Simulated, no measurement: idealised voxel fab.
Proc. module: voxel quadruple lines
Square cells of 5 nm make up the cross-section cut, whose width is 230 nm.
Cross-section layout: square cells on a grid; listed as bands, top to bottom; a band spans one or more cell rows. Heights first: top, then bottom, in nm. Then materials, left to right, each with a width in nm. "full width" on a single material: fills the band edge to edge. "empty": empty space. For the purposes of this specification, 0 denotes the height below which the wafer in its as-received condition is composed wholly of one material, and the lowermost band, lacking a lower limit, extends downward without end, as expressed in "0 and below". Note: "30 to 40" means the width goes from the first number (top row of the band) to the second number (bottom row) in equal steps per row of cells. It should be understood that the words "no modification", when stated for a given step, signify that the cross-section underwent no change in any of its cells during that step. What "Closed void roster" gives you is every empty space of 8 cells or more that is cut off from the top. Each appears as width x height at distance, with the distance taken from the left edge and width, height and distance all in nm. Past the settings on a step's line: simulator remark, on that step. "overlay nm" answers the question of how far to the right of plan the mask lay on a step that has a mask, and when it is negative the answer is to the left.
## Listed below are the process steps as planned
1: op RECEIVE | material Si
2: op CONFORMAL_DEP | material SiO2 | thk nm 5
3: op DIRECTIONAL_DEP | material TiN | thk nm 10
4: op DIRECTIONAL_DEP | material polySi | thk nm 15
5: op DIRECTIONAL_DEP | material aC | thk nm 20
6: op PATTERN | tone cover | mask id MANDREL | material resist | width nm 25 | thk nm 25 | overlay nm 0
7: op DIRECTIONAL_ETCH | etch materials aC | depth nm 20
8: op STRIP | etch materials resist
9: op CONFORMAL_DEP | material SiO2 | thk nm 15
10: op DIRECTIONAL_ETCH | etch materials SiO2 | depth nm 15
11: op STRIP | etch materials aC
12: op DIRECTIONAL_ETCH | etch materials polySi | depth nm 15
13: op STRIP | etch materials SiO2
14: op CONFORMAL_DEP | material SiCN | thk nm 5
15: op DIRECTIONAL_ETCH | etch materials SiCN | depth nm 5
16: op STRIP | etch materials polySi
17: op DIRECTIONAL_ETCH | etch materials TiN | depth nm 10
18: op STRIP | etch materials SiCN
19: op FILL_DEP | material SiO2 | thk nm 5
20: op CMP | height nm 15
## First wafer, two in total, run as planned
## So this is the incoming wafer in cross-section - it's already been through step 1
  0 and below | Si full width
  Closed void roster: none
## Wafer section view after processing step 2
  5 down to 0 | SiO2 full width
  Anything lower than 0 is untouched.
## Wafer section view after processing step 3
  15 down to 5 | TiN full width
  Anything lower than 5 is untouched.
## Wafer section view after processing step 4
  30 down to 15 | polySi full width
  Anything lower than 15 is untouched.
## Wafer section view after processing step 5
  50 down to 30 | aC full width
  Anything lower than 30 is untouched.
## Wafer section view after processing step 6
  75 down to 50 | 100 nm empty, 25 nm resist, 105 nm empty
  Anything lower than 50 is untouched.
## Wafer section view after processing step 7
  55 down to 50 | 100 nm empty, 25 nm resist, 105 nm empty
  50 down to 30 | 100 nm empty, 25 nm aC, 105 nm empty
  Anything lower than 30 is untouched.
## Wafer section view after processing step 8
  50 down to 30 | 100 nm empty, 25 nm aC, 105 nm empty
  Anything lower than 30 is untouched.
## Wafer section view after processing step 9
  65 down to 50 | 85 nm empty, 55 nm SiO2, 90 nm empty
  50 down to 45 | 85 nm empty, 15 nm SiO2, 25 nm aC, 15 nm SiO2, 90 nm empty
  45 down to 30 | 100 nm SiO2, 25 nm aC, 105 nm SiO2
  Anything lower than 30 is untouched.
## Wafer section view after processing step 10
  50 down to 30 | 85 nm empty, 15 nm SiO2, 25 nm aC, 15 nm SiO2, 90 nm empty
  Anything lower than 30 is untouched.
## Wafer section view after processing step 11
  50 down to 30 | 85 nm empty, 15 nm SiO2, 25 nm empty, 15 nm SiO2, 90 nm empty
  Anything lower than 30 is untouched.
## Wafer section view after processing step 12
  50 down to 30 | 85 nm empty, 15 nm SiO2, 25 nm empty, 15 nm SiO2, 90 nm empty
  30 down to 15 | 85 nm empty, 15 nm polySi, 25 nm empty, 15 nm polySi, 90 nm empty
  Anything lower than 15 is untouched.
## Wafer section view after processing step 13
  30 down to 15 | 85 nm empty, 15 nm polySi, 25 nm empty, 15 nm polySi, 90 nm empty
  Anything lower than 15 is untouched.
## Wafer section view after processing step 14
  35 down to 30 | 80 nm empty, 25 nm SiCN, 15 nm empty, 25 nm SiCN, 85 nm empty
  30 down to 20 | 80 nm empty, 5 nm SiCN, 15 nm polySi, 5 nm SiCN, 15 nm empty, 5 nm SiCN, 15 nm polySi, 5 nm SiCN, 85 nm empty
  20 down to 15 | 85 nm SiCN, 15 nm polySi, 25 nm SiCN, 15 nm polySi, 90 nm SiCN
  Anything lower than 15 is untouched.
## Wafer section view after processing step 15
  30 down to 15 | 80 nm empty, 5 nm SiCN, 15 nm polySi, 5 nm SiCN, 15 nm empty, 5 nm SiCN, 15 nm polySi, 5 nm SiCN, 85 nm empty
  Anything lower than 15 is untouched.
## Wafer section view after processing step 16
  30 down to 15 | 80 nm empty, 5 nm SiCN, 15 nm empty, 5 nm SiCN, 15 nm empty, 5 nm SiCN, 15 nm empty, 5 nm SiCN, 85 nm empty
  Anything lower than 15 is untouched.
## Wafer section view after processing step 17
  30 down to 15 | 80 nm empty, 5 nm SiCN, 15 nm empty, 5 nm SiCN, 15 nm empty, 5 nm SiCN, 15 nm empty, 5 nm SiCN, 85 nm empty
  15 down to 5 | 80 nm empty, 5 nm TiN, 15 nm empty, 5 nm TiN, 15 nm empty, 5 nm TiN, 15 nm empty, 5 nm TiN, 85 nm empty
  Anything lower than 5 is untouched.
## Wafer section view after processing step 18
  15 down to 5 | 80 nm empty, 5 nm TiN, 15 nm empty, 5 nm TiN, 15 nm empty, 5 nm TiN, 15 nm empty, 5 nm TiN, 85 nm empty
  Anything lower than 5 is untouched.
## Wafer section view after processing step 19
  20 down to 15 | SiO2 full width
  15 down to 5 | 80 nm SiO2, 5 nm TiN, 15 nm SiO2, 5 nm TiN, 15 nm SiO2, 5 nm TiN, 15 nm SiO2, 5 nm TiN, 85 nm SiO2
  Anything lower than 5 is untouched.
## Wafer section view after processing step 20
  15 down to 5 | 80 nm SiO2, 5 nm TiN, 15 nm SiO2, 5 nm TiN, 15 nm SiO2, 5 nm TiN, 15 nm SiO2, 5 nm TiN, 85 nm SiO2
  Anything lower than 5 is untouched.
## Second wafer. Start and plan as for the first. One mistake made in running. Agrees with the first up to and including step 1
Second wafer profile in section, at the moment step 2 of the plan was meant to be complete: no modification
## Second wafer profile in section, at the moment step 3 of the plan was meant to be complete
  10 down to 0 | TiN full width
  Anything lower than 0 is untouched.
## Second wafer profile in section, at the moment step 4 of the plan was meant to be complete
  25 down to 10 | polySi full width
  Anything lower than 10 is untouched.
## Second wafer profile in section, at the moment step 5 of the plan was meant to be complete
  45 down to 25 | aC full width
  Anything lower than 25 is untouched.
## Second wafer profile in section, at the moment step 6 of the plan was meant to be complete
  70 down to 45 | 100 nm empty, 25 nm resist, 105 nm empty
  Anything lower than 45 is untouched.
## Second wafer profile in section, at the moment step 7 of the plan was meant to be complete
  50 down to 45 | 100 nm empty, 25 nm resist, 105 nm empty
  45 down to 25 | 100 nm empty, 25 nm aC, 105 nm empty
  Anything lower than 25 is untouched.
## Second wafer profile in section, at the moment step 8 of the plan was meant to be complete
  45 down to 25 | 100 nm empty, 25 nm aC, 105 nm empty
  Anything lower than 25 is untouched.
## Second wafer profile in section, at the moment step 9 of the plan was meant to be complete
  60 down to 45 | 85 nm empty, 55 nm SiO2, 90 nm empty
  45 down to 40 | 85 nm empty, 15 nm SiO2, 25 nm aC, 15 nm SiO2, 90 nm empty
  40 down to 25 | 100 nm SiO2, 25 nm aC, 105 nm SiO2
  Anything lower than 25 is untouched.
## Second wafer profile in section, at the moment step 10 of the plan was meant to be complete
  45 down to 25 | 85 nm empty, 15 nm SiO2, 25 nm aC, 15 nm SiO2, 90 nm empty
  Anything lower than 25 is untouched.
## Second wafer profile in section, at the moment step 11 of the plan was meant to be complete
  45 down to 25 | 85 nm empty, 15 nm SiO2, 25 nm empty, 15 nm SiO2, 90 nm empty
  Anything lower than 25 is untouched.
## Second wafer profile in section, at the moment step 12 of the plan was meant to be complete
  45 down to 25 | 85 nm empty, 15 nm SiO2, 25 nm empty, 15 nm SiO2, 90 nm empty
  25 down to 10 | 85 nm empty, 15 nm polySi, 25 nm empty, 15 nm polySi, 90 nm empty
  Anything lower than 10 is untouched.
## Second wafer profile in section, at the moment step 13 of the plan was meant to be complete
  25 down to 10 | 85 nm empty, 15 nm polySi, 25 nm empty, 15 nm polySi, 90 nm empty
  Anything lower than 10 is untouched.
## Second wafer profile in section, at the moment step 14 of the plan was meant to be complete
  30 down to 25 | 80 nm empty, 25 nm SiCN, 15 nm empty, 25 nm SiCN, 85 nm empty
  25 down to 15 | 80 nm empty, 5 nm SiCN, 15 nm polySi, 5 nm SiCN, 15 nm empty, 5 nm SiCN, 15 nm polySi, 5 nm SiCN, 85 nm empty
  15 down to 10 | 85 nm SiCN, 15 nm polySi, 25 nm SiCN, 15 nm polySi, 90 nm SiCN
  Anything lower than 10 is untouched.
## Second wafer profile in section, at the moment step 15 of the plan was meant to be complete
  25 down to 10 | 80 nm empty, 5 nm SiCN, 15 nm polySi, 5 nm SiCN, 15 nm empty, 5 nm SiCN, 15 nm polySi, 5 nm SiCN, 85 nm empty
  Anything lower than 10 is untouched.
## Second wafer profile in section, at the moment step 16 of the plan was meant to be complete
  25 down to 10 | 80 nm empty, 5 nm SiCN, 15 nm empty, 5 nm SiCN, 15 nm empty, 5 nm SiCN, 15 nm empty, 5 nm SiCN, 85 nm empty
  Anything lower than 10 is untouched.
## Second wafer profile in section, at the moment step 17 of the plan was meant to be complete
  25 down to 10 | 80 nm empty, 5 nm SiCN, 15 nm empty, 5 nm SiCN, 15 nm empty, 5 nm SiCN, 15 nm empty, 5 nm SiCN, 85 nm empty
  10 down to 0 | 80 nm empty, 5 nm TiN, 15 nm empty, 5 nm TiN, 15 nm empty, 5 nm TiN, 15 nm empty, 5 nm TiN, 85 nm empty
  Anything lower than 0 is untouched.
## Second wafer profile in section, at the moment step 18 of the plan was meant to be complete
  10 down to 0 | 80 nm empty, 5 nm TiN, 15 nm empty, 5 nm TiN, 15 nm empty, 5 nm TiN, 15 nm empty, 5 nm TiN, 85 nm empty
  Anything lower than 0 is untouched.
## Second wafer profile in section, at the moment step 19 of the plan was meant to be complete
  15 down to 10 | SiO2 full width
  10 down to 0 | 80 nm SiO2, 5 nm TiN, 15 nm SiO2, 5 nm TiN, 15 nm SiO2, 5 nm TiN, 15 nm SiO2, 5 nm TiN, 85 nm SiO2
  Anything lower than 0 is untouched.
Second wafer profile in section, at the moment step 20 of the plan was meant to be complete: no modification
Error vs. plan: step 2 from the plan never happened, it was just skipped
Upon completion, the cell count for each material on the second wafer equals that on the first, whereas the spatial distribution of those cells differs.
